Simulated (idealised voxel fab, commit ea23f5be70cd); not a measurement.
Name of the process module below: voxel double patterning
The width of the displayed cross-section, cut, is 265 nm; its cells are square, with a size of 5 nm.
If you're reading a cross-section in this doc, picture square cells in a grid; it comes to you as bands, top ones listed first down to the bottom, and a band can be one or more rows of cells. Read a band's entry like this: the first values are the height of its top and the height of its bottom in nm, and what follows is the sequence of materials from left to right, each with its width in nm. Note that "blank" is empty space, and that a single material marked "full width" reaches across the band from edge to edge. Where do heights start? At 0: under that level the wafer as delivered is made of one material only. And the lowest band has no floor; it just carries on downward, as in "0 -> down". Width "30..40": first value at the band's top row of cells, second value at its bottom row, equal change from row to row. "nothing changed" after a step means that no cell of the cross-section changed. Each empty space that has no open way to the top and spans at least 8 cells appears under "Enclosed voids" as width x height at distance, the distance counted from the left edge, all in nm. Post-settings text on a step line: simulator's own remark regarding the step. overlay nm: on a step with a mask, how far right of its planned place the mask lay; negative means left.
-- Intended process steps
| 1 | RECEIVE | material Si |
| 2 | CONFORMAL_DEP | material SiO2 | thk nm 10 |
| 3 | DIRECTIONAL_DEP | material polySi | thk nm 10 |
| 4 | DIRECTIONAL_DEP | material SiCN | thk nm 5 |
| 5 | DIRECTIONAL_DEP | material aC | thk nm 15 |
| 6 | PATTERN | tone open | mask id FIRST | material resist | width nm 15 | pitch nm 50 | thk nm 30 | overlay nm 0 |
| 7 | DIRECTIONAL_ETCH | etch materials aC | depth nm 15 |
| 8 | STRIP | etch materials resist |
| 9 | DIRECTIONAL_ETCH | etch materials SiCN | depth nm 5 |
| 10 | STRIP | etch materials aC |
| 11 | PATTERN | tone open | mask id SECOND | material resist | width nm 15 | thk nm 15 | overlay nm 0 |
| 12 | DIRECTIONAL_ETCH | etch materials SiCN | depth nm 5 |
| 13 | STRIP | etch materials resist |
| 14 | DIRECTIONAL_ETCH | etch materials polySi | depth nm 10 |
| 15 | STRIP | etch materials SiCN |
-- Wafer as received: cross-section following step 1
> 0 -> down: Si full width
> Enclosed voids: none
-- first wafer at the end, as planned
> 20 -> 10: polySi=100 / blank=15 / polySi=10 / blank=15 / polySi=10 / blank=15 / polySi=100
> 10 -> 0: SiO2 full width
> 0 -> down: Si full width
> Enclosed voids: none
-- So this is wafer number two of the two, cut at the end of the module - it started where the first did and had the same plan, we just got one thing wrong running it
> 20 -> 10: blank=125 / polySi=15 / blank=125
> 10 -> 0: SiO2 full width
> 0 -> down: Si full width
> Enclosed voids: none
what went wrong: in deviation from the planned setting, step 11 was conducted as PATTERN | tone cover | mask id SECOND | material resist | width nm 15 | thk nm 15 | overlay nm 0
at the end the second wafer has, in cells: polySi: 82 fewer
